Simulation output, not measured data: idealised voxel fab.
Process module under the name voxel ribs on slabs
Pictured: cross-section cut, 215 nm wide, on a grid of 5 nm square cells.
Bands, listed from the top down, are how a cross-section gets written in this document; the cross-section itself is a grid of square cells, and a band is one or more rows of them.
The entry gives the band's vertical extent as a top height and a bottom height in nm, then its horizontal make-up as materials from left to right, each with a width in nm. "blank" stands for empty space; a single material marked "full width" fills the band edge to edge.
Heights are measured from 0, the level below which the as-received wafer is all one material; the lowest band has no bottom and continues downward, written as in "from 0 down".
The two numbers in a width such as "30->40" mark its ends across the band: the first belongs to the top row of cells, the second to the bottom row, and from each row to the next the width moves by the same amount.
The cross-section has no changed cell in any step marked "left unchanged".
"Closed cavities" enumerates empty spaces isolated from the top, with no open way to it, that contain at least 8 cells, giving each as width x height at distance from the left edge, all three in nm.
Whatever follows a step's settings on its line is a remark the simulator itself makes about that step.
On any step carrying a mask, the "overlay nm" setting, if present on the step's line, tells how far right of its planned place the mask lay; negative values point to the left.

**These are the steps we planned for the process**
| 1 | RECEIVE,material Si |
| 2 | DIRECTIONAL_DEP,material SiO2,thk nm 30 |
| 3 | DIRECTIONAL_DEP,material polySi,thk nm 15 |
| 4 | PATTERN,tone cover,mask id RIB,material resist,width nm 20,thk nm 15,overlay nm 0 |
| 5 | DIRECTIONAL_ETCH,etch materials polySi,depth nm 10 |
| 6 | STRIP,etch materials resist |
| 7 | DIRECTIONAL_DEP,material aC,thk nm 10 |
| 8 | PATTERN,tone cover,mask id SLAB,material resist,width nm 70,thk nm 30,overlay nm 0 |
| 9 | DIRECTIONAL_ETCH,etch materials aC,depth nm 10 |
| 10 | STRIP,etch materials resist |
| 11 | DIRECTIONAL_ETCH,etch materials polySi,depth nm 5 |
| 12 | STRIP,etch materials aC |
| 13 | FILL_DEP,material SiO2,thk nm 20 |
| 14 | CMP,height nm 55 |
| 15 | DIRECTIONAL_DEP,material TiN,thk nm 5 |
| 16 | DIRECTIONAL_DEP,material aC,thk nm 10 |
| 17 | PATTERN,tone cover,mask id HEATER,material resist,width nm 30,thk nm 30,overlay nm 0 |
| 18 | DIRECTIONAL_ETCH,etch materials aC,depth nm 10 |
| 19 | STRIP,etch materials resist |
| 20 | DIRECTIONAL_ETCH,etch materials TiN,depth nm 5 |
| 21 | STRIP,etch materials aC |
| 22 | CONFORMAL_DEP,material SiO2,thk nm 5 |

**First wafer of two (run as planned)**

**Step 1 complete: cross-section of the wafer as received**
  from 0 down  Si full width
  Closed cavities: none

**Upon completion of step 2, the wafer appears in cross-section as shown**
  from 30 to 0  SiO2 full width
  Below 0, the layers are the same as they were.

**Upon completion of step 3, the wafer appears in cross-section as shown**
  from 45 to 30  polySi full width
  Below 30, the layers are the same as they were.

**Upon completion of step 4, the wafer appears in cross-section as shown**
  from 60 to 45  blank 95 nm, then resist 20 nm, then blank 100 nm
  Below 45, the layers are the same as they were.

**Upon completion of step 5, the wafer appears in cross-section as shown**
  from 60 to 45  blank 95 nm, then resist 20 nm, then blank 100 nm
  from 45 to 35  blank 95 nm, then polySi 20 nm, then blank 100 nm
  Below 35, the layers are the same as they were.

**Upon completion of step 6, the wafer appears in cross-section as shown**
  from 45 to 35  blank 95 nm, then polySi 20 nm, then blank 100 nm
  Below 35, the layers are the same as they were.

**Upon completion of step 7, the wafer appears in cross-section as shown**
  from 55 to 45  blank 95 nm, then aC 20 nm, then blank 100 nm
  from 45 to 35  aC 95 nm, then polySi 20 nm, then aC 100 nm
  Below 35, the layers are the same as they were.

**Upon completion of step 8, the wafer appears in cross-section as shown**
  from 85 to 55  blank 70 nm, then resist 70 nm, then blank 75 nm
  from 55 to 45  blank 70 nm, then resist 25 nm, then aC 20 nm, then resist 25 nm, then blank 75 nm
  Below 45, the layers are the same as they were.

**Upon completion of step 9, the wafer appears in cross-section as shown**
  from 75 to 55  blank 70 nm, then resist 70 nm, then blank 75 nm
  from 55 to 45  blank 70 nm, then resist 25 nm, then aC 20 nm, then resist 25 nm, then blank 75 nm
  from 45 to 35  blank 70 nm, then aC 25 nm, then polySi 20 nm, then aC 25 nm, then blank 75 nm
  Below 35, the layers are the same as they were.

**Upon completion of step 10, the wafer appears in cross-section as shown**
  from 55 to 45  blank 95 nm, then aC 20 nm, then blank 100 nm
  Below 45, the layers are the same as they were.

**Upon completion of step 11, the wafer appears in cross-section as shown**
  from 55 to 45  blank 95 nm, then aC 20 nm, then blank 100 nm
  from 45 to 35  blank 70 nm, then aC 25 nm, then polySi 20 nm, then aC 25 nm, then blank 75 nm
  from 35 to 30  blank 70 nm, then polySi 70 nm, then blank 75 nm
  Below 30, the layers are the same as they were.

**Upon completion of step 12, the wafer appears in cross-section as shown**
  from 45 to 35  blank 95 nm, then polySi 20 nm, then blank 100 nm
  Below 35, the layers are the same as they were.

**Upon completion of step 13, the wafer appears in cross-section as shown**
  from 65 to 45  SiO2 full width
  from 45 to 35  SiO2 95 nm, then polySi 20 nm, then SiO2 100 nm
  from 35 to 30  SiO2 70 nm, then polySi 70 nm, then SiO2 75 nm
  Below 30, the layers are the same as they were.

**Upon completion of step 14, the wafer appears in cross-section as shown**
  from 55 to 45  SiO2 full width
  Below 45, the layers are the same as they were.

**Upon completion of step 15, the wafer appears in cross-section as shown**
  from 60 to 55  TiN full width
  Below 55, the layers are the same as they were.

**Upon completion of step 16, the wafer appears in cross-section as shown**
  from 70 to 60  aC full width
  Below 60, the layers are the same as they were.

**Upon completion of step 17, the wafer appears in cross-section as shown**
  from 100 to 70  blank 90 nm, then resist 30 nm, then blank 95 nm
  Below 70, the layers are the same as they were.

**Upon completion of step 18, the wafer appears in cross-section as shown**
  from 90 to 70  blank 90 nm, then resist 30 nm, then blank 95 nm
  from 70 to 60  blank 90 nm, then aC 30 nm, then blank 95 nm
  Below 60, the layers are the same as they were.

**Upon completion of step 19, the wafer appears in cross-section as shown**
  from 70 to 60  blank 90 nm, then aC 30 nm, then blank 95 nm
  Below 60, the layers are the same as they were.

**Upon completion of step 20, the wafer appears in cross-section as shown**
  from 70 to 60  blank 90 nm, then aC 30 nm, then blank 95 nm
  from 60 to 55  blank 90 nm, then TiN 30 nm, then blank 95 nm
  Below 55, the layers are the same as they were.

**Upon completion of step 21, the wafer appears in cross-section as shown**
  from 60 to 55  blank 90 nm, then TiN 30 nm, then blank 95 nm
  Below 55, the layers are the same as they were.

**Upon completion of step 22, the wafer appears in cross-section as shown**
  from 65 to 60  blank 85 nm, then SiO2 40 nm, then blank 90 nm
  from 60 to 55  SiO2 90 nm, then TiN 30 nm, then SiO2 95 nm
  Below 55, the layers are the same as they were.

**Notes, second wafer: start = first wafer's, plan = first wafer's, execution had one mistake; history identical to first through step 2**

**Cross-section of the second wafer at the time by which step 3 should have been completed according to the plan**
  from 45 to 30  blank 95 nm, then resist 20 nm, then blank 100 nm
  Below 30, the layers are the same as they were.

**Cross-section of the second wafer at the time by which step 4 should have been completed according to the plan**
  from 60 to 45  blank 95 nm, then polySi 20 nm, then blank 100 nm
  from 45 to 30  polySi 95 nm, then resist 20 nm, then polySi 100 nm
  Below 30, the layers are the same as they were.

**Cross-section of the second wafer at the time by which step 5 should have been completed according to the plan**
  from 50 to 45  blank 95 nm, then polySi 20 nm, then blank 100 nm
  from 45 to 35  blank 95 nm, then resist 20 nm, then blank 100 nm
  Below 35, the layers are the same as they were.

**Cross-section of the second wafer at the time by which step 6 should have been completed according to the plan**
  from 35 to 30  polySi 95 nm, then blank 20 nm, then polySi 100 nm
  Below 30, the layers are the same as they were.

**Cross-section of the second wafer at the time by which step 7 should have been completed according to the plan**
  from 45 to 40  aC 95 nm, then blank 20 nm, then aC 100 nm
  from 40 to 35  aC full width
  from 35 to 30  polySi 95 nm, then aC 20 nm, then polySi 100 nm
  Below 30, the layers are the same as they were.

**Cross-section of the second wafer at the time by which step 8 should have been completed according to the plan**
  from 75 to 45  blank 70 nm, then resist 70 nm, then blank 75 nm
  from 45 to 40  aC 95 nm, then resist 20 nm, then aC 100 nm
  Below 40, the layers are the same as they were.

**Cross-section of the second wafer at the time by which step 9 should have been completed according to the plan**
  from 65 to 45  blank 70 nm, then resist 70 nm, then blank 75 nm
  from 45 to 40  blank 70 nm, then aC 25 nm, then resist 20 nm, then aC 25 nm, then blank 75 nm
  from 40 to 35  blank 70 nm, then aC 70 nm, then blank 75 nm
  Below 35, the layers are the same as they were.

**Cross-section of the second wafer at the time by which step 10 should have been completed according to the plan**
  from 45 to 40  blank 70 nm, then aC 25 nm, then blank 20 nm, then aC 25 nm, then blank 75 nm
  Below 40, the layers are the same as they were.

**Cross-section of the second wafer at the time by which step 11 should have been completed according to the plan**
  from 45 to 40  blank 70 nm, then aC 25 nm, then blank 20 nm, then aC 25 nm, then blank 75 nm
  from 40 to 35  blank 70 nm, then aC 70 nm, then blank 75 nm
  from 35 to 30  blank 70 nm, then polySi 25 nm, then aC 20 nm, then polySi 25 nm, then blank 75 nm
  Below 30, the layers are the same as they were.

**Cross-section of the second wafer at the time by which step 12 should have been completed according to the plan**
  from 35 to 30  blank 70 nm, then polySi 25 nm, then blank 20 nm, then polySi 25 nm, then blank 75 nm
  Below 30, the layers are the same as they were.

**Cross-section of the second wafer at the time by which step 13 should have been completed according to the plan**
  from 55 to 35  SiO2 full width
  from 35 to 30  SiO2 70 nm, then polySi 25 nm, then SiO2 20 nm, then polySi 25 nm, then SiO2 75 nm
  Below 30, the layers are the same as they were.

Cross-section of the second wafer at the time by which step 14 should have been completed according to the plan: left unchanged

**Cross-section of the second wafer at the time by which step 15 should have been completed according to the plan**
  from 60 to 55  TiN full width
  Below 55, the layers are the same as they were.

**Cross-section of the second wafer at the time by which step 16 should have been completed according to the plan**
  from 70 to 60  aC full width
  Below 60, the layers are the same as they were.

**Cross-section of the second wafer at the time by which step 17 should have been completed according to the plan**
  from 100 to 70  blank 90 nm, then resist 30 nm, then blank 95 nm
  Below 70, the layers are the same as they were.

**Cross-section of the second wafer at the time by which step 18 should have been completed according to the plan**
  from 90 to 70  blank 90 nm, then resist 30 nm, then blank 95 nm
  from 70 to 60  blank 90 nm, then aC 30 nm, then blank 95 nm
  Below 60, the layers are the same as they were.

**Cross-section of the second wafer at the time by which step 19 should have been completed according to the plan**
  from 70 to 60  blank 90 nm, then aC 30 nm, then blank 95 nm
  Below 60, the layers are the same as they were.

**Cross-section of the second wafer at the time by which step 20 should have been completed according to the plan**
  from 70 to 60  blank 90 nm, then aC 30 nm, then blank 95 nm
  from 60 to 55  blank 90 nm, then TiN 30 nm, then blank 95 nm
  Below 55, the layers are the same as they were.

**Cross-section of the second wafer at the time by which step 21 should have been completed according to the plan**
  from 60 to 55  blank 90 nm, then TiN 30 nm, then blank 95 nm
  Below 55, the layers are the same as they were.

**Cross-section of the second wafer at the time by which step 22 should have been completed according to the plan**
  from 65 to 60  blank 85 nm, then SiO2 40 nm, then blank 90 nm
  from 60 to 55  SiO2 90 nm, then TiN 30 nm, then SiO2 95 nm
  Below 55, the layers are the same as they were.
Diagnosis: mixed up steps 3 and 4 - ran each in the other's place
Final tally in cells, some materials are higher or lower on the second wafer than on the first: SiO2: 12 more | polySi: 12 fewer
